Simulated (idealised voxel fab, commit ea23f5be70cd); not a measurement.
Proc. module: voxel ribs on slabs
We display cut, a cross-section 200 nm in width whose square cells are each 5 nm.
Notation: cross-section as square-cell grid; stated in bands, top first, going down; one or more cell rows per band.
Quick guide to a band line: top height, bottom height (nm) up front; then every material left to right with its width in nm. Only one material and it's marked "edge to edge"? Then it fills the band edge to edge. And "empty" just means empty space.
Convention: height 0 is the level below which the wafer, as received, is all one material. The lowest band does not terminate at the bottom but continues downward, represented as "z 0 and below".
Think of "30->40" as a width that walks from the first number to the second as you go down the band, top row to bottom row, taking equal-sized steps from row to row.
For the purposes of this document, the phrase "no alteration" attached to a step denotes that no cell within the cross-section was modified by that step.
Any empty space of 8 cells or more lacking an open way to the top shows up in "Closed internal cavities" as width x height at distance, distance from the left edge, in nm.
Read whatever lies past the settings on a step's line as the simulator's own remark about the step.
What "overlay nm" on a step's line means: if the step has a mask, that mask lay this far to the right of its planned place, or, when the value is negative, to the left.
The planned process steps are enumerated hereunder
1,RECEIVE | material Si
2,DIRECTIONAL_DEP | material SiO2 | thk nm 30
3,DIRECTIONAL_DEP | material SiN | thk nm 15
4,PATTERN | tone cover | mask id RIB | material resist | width nm 30 | thk nm 20 | overlay nm 0
5,DIRECTIONAL_ETCH | etch materials SiN | depth nm 5
6,STRIP | etch materials resist
7,PATTERN | tone cover | mask id SLAB | material resist | width nm 70 | thk nm 20 | overlay nm 0
8,DIRECTIONAL_ETCH | etch materials SiN | depth nm 10
9,STRIP | etch materials resist
10,FILL_DEP | material SiO2 | thk nm 25
11,CMP | height nm 60
12,DIRECTIONAL_DEP | material TiN | thk nm 5
13,PATTERN | tone cover | mask id HEATER | material resist | width nm 40 | thk nm 15 | overlay nm 0
14,DIRECTIONAL_ETCH | etch materials TiN | depth nm 5
15,STRIP | etch materials resist
16,CONFORMAL_DEP | material SiO2 | thk nm 10
So, the first of our two wafers, run just as we planned it
Cross-section of the incoming wafer, state after step 1
	z 0 and below: Si edge to edge
	Closed internal cavities: none
The wafer, seen in cross-section, after step 2
	z 30 to 0: SiO2 edge to edge
	Lower than 0, everything is as it was.
The wafer, seen in cross-section, after step 3
	z 45 to 30: SiN edge to edge
	Lower than 30, everything is as it was.
The wafer, seen in cross-section, after step 4
	z 65 to 45: empty 85 nm  resist 30 nm  empty 85 nm
	Lower than 45, everything is as it was.
The wafer, seen in cross-section, after step 5
	z 65 to 45: empty 85 nm  resist 30 nm  empty 85 nm
	z 45 to 40: empty 85 nm  SiN 30 nm  empty 85 nm
	Lower than 40, everything is as it was.
The wafer, seen in cross-section, after step 6
	z 45 to 40: empty 85 nm  SiN 30 nm  empty 85 nm
	Lower than 40, everything is as it was.
The wafer, seen in cross-section, after step 7
	z 65 to 45: empty 65 nm  resist 70 nm  empty 65 nm
	z 45 to 40: empty 65 nm  resist 20 nm  SiN 30 nm  resist 20 nm  empty 65 nm
	Lower than 40, everything is as it was.
The wafer, seen in cross-section, after step 8
	z 65 to 45: empty 65 nm  resist 70 nm  empty 65 nm
	z 45 to 40: empty 65 nm  resist 20 nm  SiN 30 nm  resist 20 nm  empty 65 nm
	z 40 to 30: empty 65 nm  SiN 70 nm  empty 65 nm
	Lower than 30, everything is as it was.
The wafer, seen in cross-section, after step 9
	z 45 to 40: empty 85 nm  SiN 30 nm  empty 85 nm
	Lower than 40, everything is as it was.
The wafer, seen in cross-section, after step 10
	z 70 to 45: SiO2 edge to edge
	z 45 to 40: SiO2 85 nm  SiN 30 nm  SiO2 85 nm
	z 40 to 30: SiO2 65 nm  SiN 70 nm  SiO2 65 nm
	Lower than 30, everything is as it was.
The wafer, seen in cross-section, after step 11
	z 60 to 45: SiO2 edge to edge
	Lower than 45, everything is as it was.
The wafer, seen in cross-section, after step 12
	z 65 to 60: TiN edge to edge
	Lower than 60, everything is as it was.
The wafer, seen in cross-section, after step 13
	z 80 to 65: empty 80 nm  resist 40 nm  empty 80 nm
	Lower than 65, everything is as it was.
The wafer, seen in cross-section, after step 14
	z 80 to 65: empty 80 nm  resist 40 nm  empty 80 nm
	z 65 to 60: empty 80 nm  TiN 40 nm  empty 80 nm
	Lower than 60, everything is as it was.
The wafer, seen in cross-section, after step 15
	z 65 to 60: empty 80 nm  TiN 40 nm  empty 80 nm
	Lower than 60, everything is as it was.
The wafer, seen in cross-section, after step 16
	z 75 to 70: empty 70 nm  SiO2 60 nm  empty 70 nm
	z 70 to 65: SiO2 edge to edge
	z 65 to 60: SiO2 80 nm  TiN 40 nm  SiO2 80 nm
	Lower than 60, everything is as it was.
The second wafer was prepared from the same starting point and under the same plan as the first; its processing contained one mistake, and it remains indistinguishable from the first wafer up to and including step 11
Cross-section, second wafer, at the end time the plan gives for step 12
	z 65 to 45: SiO2 edge to edge
	Lower than 45, everything is as it was.
Cross-section, second wafer, at the end time the plan gives for step 13
	z 80 to 65: empty 80 nm  resist 40 nm  empty 80 nm
	Lower than 65, everything is as it was.
Cross-section, second wafer, at the end time the plan gives for step 14: no alteration
Cross-section, second wafer, at the end time the plan gives for step 15
	z 65 to 45: SiO2 edge to edge
	Lower than 45, everything is as it was.
Cross-section, second wafer, at the end time the plan gives for step 16
	z 75 to 45: SiO2 edge to edge
	Lower than 45, everything is as it was.
Diagnosis: step 12 went in with a setting other than planned; the actual run was DIRECTIONAL_DEP | material SiO2 | thk nm 5
Counted in cells at the end, the second wafer holds more or fewer of these materials than the first: SiO2 +36, TiN -8
